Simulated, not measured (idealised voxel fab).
Herein follows the process module entitled voxel fin reveal.
Section cut is 170 nm wide and gridded with 5 nm square cells.
For the purposes of this document, a cross-section shall be understood as a grid of square cells, specified as bands listed in top-to-bottom order, each band consisting of one or more rows of cells. First you get the band's top height and its bottom height, in nm, and then the materials it's made of, left to right, with each width in nm. If you see a single material with "throughout", that one covers the band edge to edge. "empty" is empty space. Convention: height 0 is the level below which the wafer, as received, is all one material. The lowest band does not terminate at the bottom but continues downward, represented as "z 0 and below". When a width is written as two numbers, as in "30..40", the first number is the width in the top row of cells of the band and the second is the width in its bottom row, and the width changes by the same amount from each row to the next. Step note "left unchanged" = no cross-section cell changed. "Voids, sealed" enumerates empty spaces isolated from the top, with no open way to it, that contain at least 8 cells, giving each as width x height at distance from the left edge, all three in nm. Heads up: the bit after the settings on a step's line is the simulator's remark on that step. overlay nm: step with mask; distance mask lay right of planned place; negative value = left of planned place. What follows is a series of pairs. Each pair shows a cross-section before one process step and the cross-section after it, and the after view is drawn only down to the lowest band that changed. Beneath each pair is the step that lies between the two, with its settings. Pairs may come from different runs of this module on the same starting wafer, so a pair continues from the one above it only where its entry headed "Pre-processing view" says so.
-- Pre-processing view
> z 0 and below | Si throughout
> Voids, sealed: none
-- Post-Process Section
> z 5 to 0 | SiN throughout
> Everything under 0 stays put, no change at all.
> Voids, sealed: none
Step lying between the two cross-sections just above: CONFORMAL_DEP: material SiN, thk nm 5
Pre-processing view: equal to the after panel directly above.
-- Post-Process Section
> z 5 to 0 | empty=40  SiN=15  empty=20  SiN=15  empty=20  SiN=15  empty=45
> Everything under 0 stays put, no change at all.
> Voids, sealed: none
Step lying between the two cross-sections just above: MASKED_ETCH: tone cover, mask id FINS, width nm 15, pitch nm 35, etch materials SiN, depth nm 5, overlay nm 0
Pre-processing view: equal to the after panel directly above.
-- Post-Process Section
> z 5 to 0 | empty=40  SiN=15  empty=20  SiN=15  empty=20  SiN=15  empty=45
> z 0 to -35 | empty=40  Si=15  empty=20  Si=15  empty=20  Si=15  empty=45
> Everything under -35 stays put, no change at all.
> Voids, sealed: none
Step lying between the two cross-sections just above: MASKED_ETCH: tone cover, mask id FINS, width nm 15, pitch nm 35, etch materials Si, depth nm 35, overlay nm 0
Pre-processing view: equal to the after panel directly above.
-- Post-Process Section
> z 15 to 5 | SiO2 throughout
> z 5 to 0 | SiO2=40  SiN=15  SiO2=20  SiN=15  SiO2=20  SiN=15  SiO2=45
> z 0 to -35 | SiO2=40  Si=15  SiO2=20  Si=15  SiO2=20  Si=15  SiO2=45
> Everything under -35 stays put, no change at all.
> Voids, sealed: none
Step lying between the two cross-sections just above: FILL_DEP: material SiO2, thk nm 10
Pre-processing view: equal to the after panel directly above.
-- Post-Process Section
> z 5 to 0 | SiO2=40  SiN=15  SiO2=20  SiN=15  SiO2=20  SiN=15  SiO2=45
> Everything under 0 stays put, no change at all.
> Voids, sealed: none
Step lying between the two cross-sections just above: CMP: height nm 5
Pre-processing view: equal to the after panel directly above.
-- Post-Process Section
> z 5 to 0 | empty=40  SiN=15  empty=20  SiN=15  empty=20  SiN=15  empty=45
> z 0 to -25 | empty=40  Si=15  empty=20  Si=15  empty=20  Si=15  empty=45
> Everything under -25 stays put, no change at all.
> Voids, sealed: none
Step lying between the two cross-sections just above: SELECTIVE_ETCH: etch materials SiO2, depth nm 30
Pre-processing view: equal to the after panel directly above.
-- Post-Process Section
> z 0 to -25 | empty=40  Si=15  empty=20  Si=15  empty=20  Si=15  empty=45
> Everything under -25 stays put, no change at all.
> Voids, sealed: none
Step lying between the two cross-sections just above: STRIP: etch materials SiN
Pre-processing view: equal to the after panel directly above.
-- Post-Process Section
> z 5 to 0 | empty=35  SiO2=25  empty=10  SiO2=25  empty=10  SiO2=25  empty=40
> z 0 to -20 | empty=35  SiO2=5  Si=15  SiO2=5  empty=10  SiO2=5  Si=15  SiO2=5  empty=10  SiO2=5  Si=15  SiO2=5  empty=40
> z -20 to -35 | SiO2=40  Si=15  SiO2=20  Si=15  SiO2=20  Si=15  SiO2=45
> Everything under -35 stays put, no change at all.
> Voids, sealed: none
Step lying between the two cross-sections just above: CONFORMAL_DEP: material SiO2, thk nm 5
-- Pre-processing view
> z 5 to 0 | SiO2=40  SiN=15  SiO2=20  SiN=15  SiO2=20  SiN=15  SiO2=45
> z 0 to -35 | SiO2=40  Si=15  SiO2=20  Si=15  SiO2=20  Si=15  SiO2=45
> z -35 and below | Si throughout
> Voids, sealed: none
-- Post-Process Section
> z 5 to 0 | SiO2=40  empty=15  SiO2=20  empty=15  SiO2=20  empty=15  SiO2=45
> Everything under 0 stays put, no change at all.
> Voids, sealed: none
Step lying between the two cross-sections just above: STRIP: etch materials SiN
Pre-processing view: equal to the after panel directly above.
-- Post-Process Section
> z 0 to -25 | empty=40  Si=15  empty=20  Si=15  empty=20  Si=15  empty=45
> z -25 to -30 | SiO2=10  empty=30  Si=15  empty=20  Si=15  empty=20  Si=15  empty=30  SiO2=15
> Everything under -30 stays put, no change at all.
> Voids, sealed: none
Step lying between the two cross-sections just above: SELECTIVE_ETCH: etch materials SiO2, depth nm 30
Pre-processing view: equal to the after panel directly above.
-- Post-Process Section
> z 5 to 0 | empty=35  SiO2=25  empty=10  SiO2=25  empty=10  SiO2=25  empty=40
> z 0 to -20 | empty=35  SiO2=5  Si=15  SiO2=5  empty=10  SiO2=5  Si=15  SiO2=5  empty=10  SiO2=5  Si=15  SiO2=5  empty=40
> z -20 to -25 | SiO2=15  empty=20  SiO2=5  Si=15  SiO2=5  empty=10  SiO2=5  Si=15  SiO2=5  empty=10  SiO2=5  Si=15  SiO2=5  empty=20  SiO2=20
> z -25 to -35 | SiO2=40  Si=15  SiO2=20  Si=15  SiO2=20  Si=15  SiO2=45
> Everything under -35 stays put, no change at all.
> Voids, sealed: none
Step lying between the two cross-sections just above: CONFORMAL_DEP: material SiO2, thk nm 5
-- Pre-processing view
> z 15 to 5 | SiO2 throughout
> z 5 to 0 | SiO2=40  SiN=15  SiO2=20  SiN=15  SiO2=20  SiN=15  SiO2=45
> z 0 to -35 | SiO2=40  Si=15  SiO2=20  Si=15  SiO2=20  Si=15  SiO2=45
> z -35 and below | Si throughout
> Voids, sealed: none
-- Post-Process Section
> z -5 to -35 | SiO2=40  Si=15  SiO2=20  Si=15  SiO2=20  Si=15  SiO2=45
> Everything under -35 stays put, no change at all.
> Voids, sealed: none
Step lying between the two cross-sections just above: CMP: height nm -5
Pre-processing view: equal to the after panel directly above.
-- Post-Process Section
> z -5 to -35 | empty=40  Si=15  empty=20  Si=15  empty=20  Si=15  empty=45
> Everything under -35 stays put, no change at all.
> Voids, sealed: none
Step lying between the two cross-sections just above: SELECTIVE_ETCH: etch materials SiO2, depth nm 30
Pre-processing view: equal to the after panel directly above.
-- Post-Process Section
> z 0 to -5 | empty=35  SiO2=25  empty=10  SiO2=25  empty=10  SiO2=25  empty=40
> z -5 to -30 | empty=35  SiO2=5  Si=15  SiO2=5  empty=10  SiO2=5  Si=15  SiO2=5  empty=10  SiO2=5  Si=15  SiO2=5  empty=40
> z -30 to -35 | SiO2=40  Si=15  SiO2=20  Si=15  SiO2=20  Si=15  SiO2=45
> Everything under -35 stays put, no change at all.
> Voids, sealed: none
Step lying between the two cross-sections just above: CONFORMAL_DEP: material SiO2, thk nm 5
-- Pre-processing view
> z 5 to 0 | empty=40  SiN=15  empty=20  SiN=15  empty=20  SiN=15  empty=45
> z 0 to -25 | empty=40  Si=15  empty=20  Si=15  empty=20  Si=15  empty=45
> z -25 to -35 | SiO2=40  Si=15  SiO2=20  Si=15  SiO2=20  Si=15  SiO2=45
> z -35 and below | Si throughout
> Voids, sealed: none
-- Post-Process Section
> z 5 to 0 | empty=40  SiN=15  empty=20  SiN=15  empty=20  SiN=15  empty=45
> z 0 to -35 | empty=40  Si=15  empty=20  Si=15  empty=20  Si=15  empty=45
> Everything under -35 stays put, no change at all.
> Voids, sealed: none
Step lying between the two cross-sections just above: STRIP: etch materials SiO2
Pre-processing view: equal to the after panel directly above.
-- Post-Process Section
> z 10 to 5 | empty=35  SiO2=25  empty=10  SiO2=25  empty=10  SiO2=25  empty=40
> z 5 to 0 | empty=35  SiO2=5  SiN=15  SiO2=5  empty=10  SiO2=5  SiN=15  SiO2=5  empty=10  SiO2=5  SiN=15  SiO2=5  empty=40
> z 0 to -30 | empty=35  SiO2=5  Si=15  SiO2=5  empty=10  SiO2=5  Si=15  SiO2=5  empty=10  SiO2=5  Si=15  SiO2=5  empty=40
> z -30 to -35 | SiO2=40  Si=15  SiO2=20  Si=15  SiO2=20  Si=15  SiO2=45
> Everything under -35 stays put, no change at all.
> Voids, sealed: none
Step lying between the two cross-sections just above: CONFORMAL_DEP: material SiO2, thk nm 5
